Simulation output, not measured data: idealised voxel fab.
process module | voxel capacitor over wiring
Section shown: cut. Width: 230 nm. Cell size: 5 nm, square.
Heads up, the way a cross-section reads in here is a grid of square cells, handed over as bands from the top down, with every band being one or more rows of cells.
Read a band's entry like this: the first values are the height of its top and the height of its bottom in nm, and what follows is the sequence of materials from left to right, each with its width in nm. Note that "empty" is empty space, and that a single material marked "throughout" reaches across the band from edge to edge.
Heights from 0 (as-received wafer is one material below). Bottom band endless downward, as "0 nm and below".
The width entry "30..40" should be interpreted row by row: the top row of cells in the band takes the first number, the bottom row takes the second number, and the change between adjacent rows is uniform throughout.
A step reported as "stayed the same" is a step in which no cell of the cross-section changed.
"Sealed void listing" lists enclosed empty spaces (at least 8 cells, no open path upward to the top), each as width x height at distance from the left edge, in nm.
The remark found on a step's line after its settings is issued by the simulator itself and pertains to that step.
"overlay nm" answers the question of how far to the right of plan the mask lay on a step that has a mask, and when it is negative the answer is to the left.

## Process steps foreseen in the plan
1) RECEIVE [material Si]
2) CONFORMAL_DEP [material SiO2] [thk nm 10]
3) DIRECTIONAL_DEP [material TiN] [thk nm 5]
4) DIRECTIONAL_DEP [material Ru] [thk nm 25]
5) DIRECTIONAL_DEP [material aC] [thk nm 15]
6) PATTERN [tone cover] [mask id METAL_1] [material resist] [width nm 25] [pitch nm 90] [thk nm 30] [overlay nm 0]
7) DIRECTIONAL_ETCH [etch materials aC] [depth nm 15]
8) STRIP [etch materials resist]
9) DIRECTIONAL_ETCH [etch materials Ru] [depth nm 25]
10) DIRECTIONAL_ETCH [etch materials TiN] [depth nm 5]
11) STRIP [etch materials aC]
12) CONFORMAL_DEP [material SiCN] [thk nm 5]
13) FILL_DEP [material SiO2] [thk nm 10]
14) CMP [height nm 40]
15) CONFORMAL_DEP [material SiCN] [thk nm 5]
16) DIRECTIONAL_DEP [material SiO2] [thk nm 20]
17) PATTERN [tone open] [mask id PLUG_1] [material resist] [width nm 15] [thk nm 15] [overlay nm 0]
18) DIRECTIONAL_ETCH [etch materials SiO2] [depth nm 20]
19) DIRECTIONAL_ETCH [etch materials SiCN] [depth nm 5]
20) STRIP [etch materials resist]
21) CONFORMAL_DEP [material TiN] [thk nm 5]
22) FILL_DEP [material Ru] [thk nm 5]
23) CMP [height nm 65]
24) DIRECTIONAL_DEP [material TiN] [thk nm 5]
25) DIRECTIONAL_DEP [material HfO2] [thk nm 5]
26) DIRECTIONAL_DEP [material TiN] [thk nm 5]
27) DIRECTIONAL_DEP [material aC] [thk nm 10]
28) PATTERN [tone cover] [mask id UPPER_PLATE] [material resist] [width nm 70] [thk nm 25] [overlay nm 0]
29) DIRECTIONAL_ETCH [etch materials aC] [depth nm 10]
30) STRIP [etch materials resist]
31) DIRECTIONAL_ETCH [etch materials TiN] [depth nm 5]
32) DIRECTIONAL_ETCH [etch materials HfO2] [depth nm 5]
33) STRIP [etch materials aC]
34) DIRECTIONAL_DEP [material aC] [thk nm 10]
35) PATTERN [tone cover] [mask id LOWER_PLATE] [material resist] [width nm 80] [thk nm 30] [overlay nm 0]
36) DIRECTIONAL_ETCH [etch materials aC] [depth nm 10]
37) STRIP [etch materials resist]
38) DIRECTIONAL_ETCH [etch materials TiN] [depth nm 5]
39) STRIP [etch materials aC]
40) FILL_DEP [material SiO2] [thk nm 15]
41) CMP [height nm 90]
42) PATTERN [tone open] [mask id PLUG_2] [material resist] [width nm 15] [thk nm 20] [overlay nm 0]
43) DIRECTIONAL_ETCH [etch materials SiO2] [depth nm 10]
44) STRIP [etch materials resist]
45) CONFORMAL_DEP [material TiN] [thk nm 5]
46) FILL_DEP [material W] [thk nm 10]
47) CMP [height nm 90]
48) CONFORMAL_DEP [material SiN] [thk nm 5]

## First wafer of two (run as planned)

## Cross-section of the wafer as it came to us, i.e., already through step 1
> 0 nm and below  Si throughout
> Sealed void listing: none

## So this is the wafer cross-section right after step 2
> 10 nm to 0 nm  SiO2 throughout
> Rest of section, below 0: as before.

## So this is the wafer cross-section right after step 3
> 15 nm to 10 nm  TiN throughout
> Rest of section, below 10: as before.

## So this is the wafer cross-section right after step 4
> 40 nm to 15 nm  Ru throughout
> Rest of section, below 15: as before.

## So this is the wafer cross-section right after step 5
> 55 nm to 40 nm  aC throughout
> Rest of section, below 40: as before.

## So this is the wafer cross-section right after step 6
> 85 nm to 55 nm  empty 55, resist 25, empty 65, resist 25, empty 60
> Rest of section, below 55: as before.

## So this is the wafer cross-section right after step 7
> 70 nm to 55 nm  empty 55, resist 25, empty 65, resist 25, empty 60
> 55 nm to 40 nm  empty 55, aC 25, empty 65, aC 25, empty 60
> Rest of section, below 40: as before.

## So this is the wafer cross-section right after step 8
> 55 nm to 40 nm  empty 55, aC 25, empty 65, aC 25, empty 60
> Rest of section, below 40: as before.

## So this is the wafer cross-section right after step 9
> 55 nm to 40 nm  empty 55, aC 25, empty 65, aC 25, empty 60
> 40 nm to 15 nm  empty 55, Ru 25, empty 65, Ru 25, empty 60
> Rest of section, below 15: as before.

## So this is the wafer cross-section right after step 10
> 55 nm to 40 nm  empty 55, aC 25, empty 65, aC 25, empty 60
> 40 nm to 15 nm  empty 55, Ru 25, empty 65, Ru 25, empty 60
> 15 nm to 10 nm  empty 55, TiN 25, empty 65, TiN 25, empty 60
> Rest of section, below 10: as before.

## So this is the wafer cross-section right after step 11
> 40 nm to 15 nm  empty 55, Ru 25, empty 65, Ru 25, empty 60
> Rest of section, below 15: as before.

## So this is the wafer cross-section right after step 12
> 45 nm to 40 nm  empty 50, SiCN 35, empty 55, SiCN 35, empty 55
> 40 nm to 15 nm  empty 50, SiCN 5, Ru 25, SiCN 5, empty 55, SiCN 5, Ru 25, SiCN 5, empty 55
> 15 nm to 10 nm  SiCN 55, TiN 25, SiCN 65, TiN 25, SiCN 60
> Rest of section, below 10: as before.

## So this is the wafer cross-section right after step 13
> 55 nm to 45 nm  SiO2 throughout
> 45 nm to 40 nm  SiO2 50, SiCN 35, SiO2 55, SiCN 35, SiO2 55
> 40 nm to 15 nm  SiO2 50, SiCN 5, Ru 25, SiCN 5, SiO2 55, SiCN 5, Ru 25, SiCN 5, SiO2 55
> Rest of section, below 15: as before.

## So this is the wafer cross-section right after step 14
> 40 nm to 15 nm  SiO2 50, SiCN 5, Ru 25, SiCN 5, SiO2 55, SiCN 5, Ru 25, SiCN 5, SiO2 55
> Rest of section, below 15: as before.

## So this is the wafer cross-section right after step 15
> 45 nm to 40 nm  SiCN throughout
> Rest of section, below 40: as before.

## So this is the wafer cross-section right after step 16
> 65 nm to 45 nm  SiO2 throughout
> Rest of section, below 45: as before.

## So this is the wafer cross-section right after step 17
> 80 nm to 65 nm  resist 65, empty 15, resist 150
> Rest of section, below 65: as before.

## So this is the wafer cross-section right after step 18
> 80 nm to 65 nm  resist 65, empty 15, resist 150
> 65 nm to 45 nm  SiO2 65, empty 15, SiO2 150
> Rest of section, below 45: as before.

## So this is the wafer cross-section right after step 19
> 80 nm to 65 nm  resist 65, empty 15, resist 150
> 65 nm to 45 nm  SiO2 65, empty 15, SiO2 150
> 45 nm to 40 nm  SiCN 65, empty 15, SiCN 150
> Rest of section, below 40: as before.

## So this is the wafer cross-section right after step 20
> 65 nm to 45 nm  SiO2 65, empty 15, SiO2 150
> Rest of section, below 45: as before.

## So this is the wafer cross-section right after step 21
> 70 nm to 65 nm  TiN 70, empty 5, TiN 155
> 65 nm to 45 nm  SiO2 65, TiN 5, empty 5, TiN 5, SiO2 150
> 45 nm to 40 nm  SiCN 65, TiN 15, SiCN 150
> Rest of section, below 40: as before.

## So this is the wafer cross-section right after step 22
> 75 nm to 70 nm  Ru throughout
> 70 nm to 65 nm  TiN 70, Ru 5, TiN 155
> 65 nm to 45 nm  SiO2 65, TiN 5, Ru 5, TiN 5, SiO2 150
> Rest of section, below 45: as before.

## So this is the wafer cross-section right after step 23
> 65 nm to 45 nm  SiO2 65, TiN 5, Ru 5, TiN 5, SiO2 150
> Rest of section, below 45: as before.

## So this is the wafer cross-section right after step 24
> 70 nm to 65 nm  TiN throughout
> Rest of section, below 65: as before.

## So this is the wafer cross-section right after step 25
> 75 nm to 70 nm  HfO2 throughout
> Rest of section, below 70: as before.

## So this is the wafer cross-section right after step 26
> 80 nm to 75 nm  TiN throughout
> Rest of section, below 75: as before.

## So this is the wafer cross-section right after step 27
> 90 nm to 80 nm  aC throughout
> Rest of section, below 80: as before.

## So this is the wafer cross-section right after step 28
> 115 nm to 90 nm  empty 65, resist 70, empty 95
> Rest of section, below 90: as before.

## So this is the wafer cross-section right after step 29
> 105 nm to 90 nm  empty 65, resist 70, empty 95
> 90 nm to 80 nm  empty 65, aC 70, empty 95
> Rest of section, below 80: as before.

## So this is the wafer cross-section right after step 30
> 90 nm to 80 nm  empty 65, aC 70, empty 95
> Rest of section, below 80: as before.

## So this is the wafer cross-section right after step 31
> 90 nm to 80 nm  empty 65, aC 70, empty 95
> 80 nm to 75 nm  empty 65, TiN 70, empty 95
> Rest of section, below 75: as before.

## So this is the wafer cross-section right after step 32
> 90 nm to 80 nm  empty 65, aC 70, empty 95
> 80 nm to 75 nm  empty 65, TiN 70, empty 95
> 75 nm to 70 nm  empty 65, HfO2 70, empty 95
> Rest of section, below 70: as before.

## So this is the wafer cross-section right after step 33
> 80 nm to 75 nm  empty 65, TiN 70, empty 95
> Rest of section, below 75: as before.

## So this is the wafer cross-section right after step 34
> 90 nm to 80 nm  empty 65, aC 70, empty 95
> 80 nm to 75 nm  aC 65, TiN 70, aC 95
> 75 nm to 70 nm  aC 65, HfO2 70, aC 95
> Rest of section, below 70: as before.

## So this is the wafer cross-section right after step 35
> 120 nm to 90 nm  empty 60, resist 80, empty 90
> 90 nm to 80 nm  empty 60, resist 5, aC 70, resist 5, empty 90
> Rest of section, below 80: as before.

## So this is the wafer cross-section right after step 36
> 110 nm to 90 nm  empty 60, resist 80, empty 90
> 90 nm to 80 nm  empty 60, resist 5, aC 70, resist 5, empty 90
> 80 nm to 75 nm  empty 60, aC 5, TiN 70, aC 5, empty 90
> 75 nm to 70 nm  empty 60, aC 5, HfO2 70, aC 5, empty 90
> Rest of section, below 70: as before.

## So this is the wafer cross-section right after step 37
> 90 nm to 80 nm  empty 65, aC 70, empty 95
> Rest of section, below 80: as before.

## So this is the wafer cross-section right after step 38
> 90 nm to 80 nm  empty 65, aC 70, empty 95
> 80 nm to 75 nm  empty 60, aC 5, TiN 70, aC 5, empty 90
> 75 nm to 70 nm  empty 60, aC 5, HfO2 70, aC 5, empty 90
> 70 nm to 65 nm  empty 60, TiN 80, empty 90
> Rest of section, below 65: as before.

## So this is the wafer cross-section right after step 39
> 80 nm to 75 nm  empty 65, TiN 70, empty 95
> 75 nm to 70 nm  empty 65, HfO2 70, empty 95
> Rest of section, below 70: as before.

## So this is the wafer cross-section right after step 40
> 95 nm to 80 nm  SiO2 throughout
> 80 nm to 75 nm  SiO2 65, TiN 70, SiO2 95
> 75 nm to 70 nm  SiO2 65, HfO2 70, SiO2 95
> 70 nm to 65 nm  SiO2 60, TiN 80, SiO2 90
> Rest of section, below 65: as before.

## So this is the wafer cross-section right after step 41
> 90 nm to 80 nm  SiO2 throughout
> Rest of section, below 80: as before.

## So this is the wafer cross-section right after step 42
> 110 nm to 90 nm  resist 75, empty 15, resist 140
> Rest of section, below 90: as before.

## So this is the wafer cross-section right after step 43
> 110 nm to 90 nm  resist 75, empty 15, resist 140
> 90 nm to 80 nm  SiO2 75, empty 15, SiO2 140
> Rest of section, below 80: as before.

## So this is the wafer cross-section right after step 44
> 90 nm to 80 nm  SiO2 75, empty 15, SiO2 140
> Rest of section, below 80: as before.

## So this is the wafer cross-section right after step 45
> 95 nm to 90 nm  TiN 80, empty 5, TiN 145
> 90 nm to 85 nm  SiO2 75, TiN 5, empty 5, TiN 5, SiO2 140
> 85 nm to 75 nm  SiO2 75..65, TiN 15..70, SiO2 140..95
> Rest of section, below 75: as before.

## So this is the wafer cross-section right after step 46
> 105 nm to 95 nm  W throughout
> 95 nm to 90 nm  TiN 80, W 5, TiN 145
> 90 nm to 85 nm  SiO2 75, TiN 5, W 5, TiN 5, SiO2 140
> Rest of section, below 85: as before.

## So this is the wafer cross-section right after step 47
> 90 nm to 85 nm  SiO2 75, TiN 5, W 5, TiN 5, SiO2 140
> Rest of section, below 85: as before.

## So this is the wafer cross-section right after step 48
> 95 nm to 90 nm  SiN throughout
> Rest of section, below 90: as before.

## Wafer two: like wafer one in start and plan, but with one mistake in execution; identical up to and including step 34

## X-section, second wafer, when step 35 was due to finish
> 120 nm to 90 nm  empty 60, resist 85, empty 85
> 90 nm to 80 nm  empty 60, resist 5, aC 70, resist 10, empty 85
> Rest of section, below 80: as before.

## X-section, second wafer, when step 36 was due to finish
> 110 nm to 90 nm  empty 60, resist 85, empty 85
> 90 nm to 80 nm  empty 60, resist 5, aC 70, resist 10, empty 85
> 80 nm to 75 nm  empty 60, aC 5, TiN 70, aC 10, empty 85
> 75 nm to 70 nm  empty 60, aC 5, HfO2 70, aC 10, empty 85
> Rest of section, below 70: as before.

## X-section, second wafer, when step 37 was due to finish
> 90 nm to 80 nm  empty 65, aC 70, empty 95
> Rest of section, below 80: as before.

## X-section, second wafer, when step 38 was due to finish
> 90 nm to 80 nm  empty 65, aC 70, empty 95
> 80 nm to 75 nm  empty 60, aC 5, TiN 70, aC 10, empty 85
> 75 nm to 70 nm  empty 60, aC 5, HfO2 70, aC 10, empty 85
> 70 nm to 65 nm  empty 60, TiN 85, empty 85
> Rest of section, below 65: as before.

## X-section, second wafer, when step 39 was due to finish
> 80 nm to 75 nm  empty 65, TiN 70, empty 95
> 75 nm to 70 nm  empty 65, HfO2 70, empty 95
> Rest of section, below 70: as before.

## X-section, second wafer, when step 40 was due to finish
> 95 nm to 80 nm  SiO2 throughout
> 80 nm to 75 nm  SiO2 65, TiN 70, SiO2 95
> 75 nm to 70 nm  SiO2 65, HfO2 70, SiO2 95
> 70 nm to 65 nm  SiO2 60, TiN 85, SiO2 85
> Rest of section, below 65: as before.

## X-section, second wafer, when step 41 was due to finish
> 90 nm to 80 nm  SiO2 throughout
> Rest of section, below 80: as before.

## X-section, second wafer, when step 42 was due to finish
> 110 nm to 90 nm  resist 75, empty 15, resist 140
> Rest of section, below 90: as before.

## X-section, second wafer, when step 43 was due to finish
> 110 nm to 90 nm  resist 75, empty 15, resist 140
> 90 nm to 80 nm  SiO2 75, empty 15, SiO2 140
> Rest of section, below 80: as before.

## X-section, second wafer, when step 44 was due to finish
> 90 nm to 80 nm  SiO2 75, empty 15, SiO2 140
> Rest of section, below 80: as before.

## X-section, second wafer, when step 45 was due to finish
> 95 nm to 90 nm  TiN 80, empty 5, TiN 145
> 90 nm to 85 nm  SiO2 75, TiN 5, empty 5, TiN 5, SiO2 140
> 85 nm to 75 nm  SiO2 75..65, TiN 15..70, SiO2 140..95
> Rest of section, below 75: as before.

## X-section, second wafer, when step 46 was due to finish
> 105 nm to 95 nm  W throughout
> 95 nm to 90 nm  TiN 80, W 5, TiN 145
> 90 nm to 85 nm  SiO2 75, TiN 5, W 5, TiN 5, SiO2 140
> Rest of section, below 85: as before.

## X-section, second wafer, when step 47 was due to finish
> 90 nm to 85 nm  SiO2 75, TiN 5, W 5, TiN 5, SiO2 140
> Rest of section, below 85: as before.

## X-section, second wafer, when step 48 was due to finish
> 95 nm to 90 nm  SiN throughout
> Rest of section, below 90: as before.
What went wrong in running the wafer? step 35 was not run as planned; what actually ran was PATTERN [tone cover] [mask id LOWER_PLATE] [material resist] [width nm 85] [thk nm 30] [overlay nm 0]
Final tally in cells, some materials are higher or lower on the second wafer than on the first: SiO2: 1 fewer | TiN: 1 more
